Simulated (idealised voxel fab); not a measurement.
Process module in this document: voxel spacer lines
cross-section cut | 205 nm wide | cells 5 nm
Cross-section = grid of square cells, listed top down in bands; band = one or more rows.
This entry defines a band. It first specifies the height of the band's top and the height of its bottom in nm, and then specifies the band's materials from left to right, stating each material with its width in nm. The word "edge to edge" identifies a single material that fills the band from edge to edge, while the word "air" identifies empty space.
Height is counted from the level 0, under which the received wafer is composed throughout of one material. The lowest of the bands is not closed at the bottom but continues downward, in the notation "0 -> down".
Width "30->40": first value at the band's top row of cells, second value at its bottom row, equal change from row to row.
A step reported as "no alterations made" is a step in which no cell of the cross-section changed.
So "Entrapped voids" is basically the list of trapped voids: any empty space of 8 cells or more that can't reach the top through an opening. They're written width x height at distance, the distance being from the left edge, and it's all nm.
Heads up: the bit after the settings on a step's line is the simulator's remark on that step.
For masked steps, "overlay nm" on the step line gives how far right of plan the mask actually lay; a minus sign means it lay to the left.
## Below is the list of planned process steps
1,RECEIVE | material Si
2,CONFORMAL_DEP | material Al2O3 | thk nm 10
3,DIRECTIONAL_DEP | material SiN | thk nm 20
4,DIRECTIONAL_DEP | material polySi | thk nm 20
5,PATTERN | tone cover | mask id MANDREL | material resist | width nm 20 | pitch nm 70 | thk nm 30 | overlay nm 0
6,DIRECTIONAL_ETCH | etch materials polySi | depth nm 20
7,STRIP | etch materials resist
8,CONFORMAL_DEP | material SiO2 | thk nm 15
9,DIRECTIONAL_ETCH | etch materials SiO2 | depth nm 15
10,STRIP | etch materials polySi
11,DIRECTIONAL_ETCH | etch materials SiN | depth nm 20
12,STRIP | etch materials SiO2
## First of two wafers: run as planned
## Cross-section: wafer on arrival = after step 1
    0 -> down = Si edge to edge
    Entrapped voids: none
## Cross-section through the wafer, step 2 finished
    10 -> 0 = Al2O3 edge to edge
    Under 0: no change, same as before.
## Cross-section through the wafer, step 3 finished
    30 -> 10 = SiN edge to edge
    Under 10: no change, same as before.
## Cross-section through the wafer, step 4 finished
    50 -> 30 = polySi edge to edge
    Under 30: no change, same as before.
## Cross-section through the wafer, step 5 finished
    80 -> 50 = 20 of air, 20 of resist, 50 of air, 20 of resist, 50 of air, 20 of resist, 25 of air
    Under 50: no change, same as before.
## Cross-section through the wafer, step 6 finished
    80 -> 50 = 20 of air, 20 of resist, 50 of air, 20 of resist, 50 of air, 20 of resist, 25 of air
    50 -> 30 = 20 of air, 20 of polySi, 50 of air, 20 of polySi, 50 of air, 20 of polySi, 25 of air
    Under 30: no change, same as before.
## Cross-section through the wafer, step 7 finished
    50 -> 30 = 20 of air, 20 of polySi, 50 of air, 20 of polySi, 50 of air, 20 of polySi, 25 of air
    Under 30: no change, same as before.
## Cross-section through the wafer, step 8 finished
    65 -> 50 = 5 of air, 50 of SiO2, 20 of air, 50 of SiO2, 20 of air, 50 of SiO2, 10 of air
    50 -> 45 = 5 of air, 15 of SiO2, 20 of polySi, 15 of SiO2, 20 of air, 15 of SiO2, 20 of polySi, 15 of SiO2, 20 of air, 15 of SiO2, 20 of polySi, 15 of SiO2, 10 of air
    45 -> 30 = 20 of SiO2, 20 of polySi, 50 of SiO2, 20 of polySi, 50 of SiO2, 20 of polySi, 25 of SiO2
    Under 30: no change, same as before.
## Cross-section through the wafer, step 9 finished
    50 -> 30 = 5 of air, 15 of SiO2, 20 of polySi, 15 of SiO2, 20 of air, 15 of SiO2, 20 of polySi, 15 of SiO2, 20 of air, 15 of SiO2, 20 of polySi, 15 of SiO2, 10 of air
    Under 30: no change, same as before.
## Cross-section through the wafer, step 10 finished
    50 -> 30 = 5 of air, 15 of SiO2, 20 of air, 15 of SiO2, 20 of air, 15 of SiO2, 20 of air, 15 of SiO2, 20 of air, 15 of SiO2, 20 of air, 15 of SiO2, 10 of air
    Under 30: no change, same as before.
## Cross-section through the wafer, step 11 finished
    50 -> 30 = 5 of air, 15 of SiO2, 20 of air, 15 of SiO2, 20 of air, 15 of SiO2, 20 of air, 15 of SiO2, 20 of air, 15 of SiO2, 20 of air, 15 of SiO2, 10 of air
    30 -> 10 = 5 of air, 15 of SiN, 20 of air, 15 of SiN, 20 of air, 15 of SiN, 20 of air, 15 of SiN, 20 of air, 15 of SiN, 20 of air, 15 of SiN, 10 of air
    Under 10: no change, same as before.
## Cross-section through the wafer, step 12 finished
    30 -> 10 = 5 of air, 15 of SiN, 20 of air, 15 of SiN, 20 of air, 15 of SiN, 20 of air, 15 of SiN, 20 of air, 15 of SiN, 20 of air, 15 of SiN, 10 of air
    Under 10: no change, same as before.
## The remaining wafer, second of the two, started like the first and was run to the same plan, except that one mistake was made along the way; the two coincide through step 3, inclusive
## The second wafer cut through, at the time step 4 was supposed to be finished
    50 -> 30 = Al2O3 edge to edge
    Under 30: no change, same as before.
## The second wafer cut through, at the time step 5 was supposed to be finished
    80 -> 50 = 20 of air, 20 of resist, 50 of air, 20 of resist, 50 of air, 20 of resist, 25 of air
    Under 50: no change, same as before.
The second wafer cut through, at the time step 6 was supposed to be finished: no alterations made
## The second wafer cut through, at the time step 7 was supposed to be finished
    50 -> 30 = Al2O3 edge to edge
    Under 30: no change, same as before.
## The second wafer cut through, at the time step 8 was supposed to be finished
    65 -> 50 = SiO2 edge to edge
    Under 50: no change, same as before.
## The second wafer cut through, at the time step 9 was supposed to be finished
    50 -> 30 = Al2O3 edge to edge
    Under 30: no change, same as before.
The second wafer cut through, at the time step 10 was supposed to be finished: no alterations made
The second wafer cut through, at the time step 11 was supposed to be finished: no alterations made
The second wafer cut through, at the time step 12 was supposed to be finished: no alterations made
Error vs. plan: step 4 deviated from plan and actually ran as DIRECTIONAL_DEP | material Al2O3 | thk nm 20
Wrapping up, a cell-based count of both wafers puts the second over or under the first for these materials: Al2O3: 164 more; SiN: 92 more
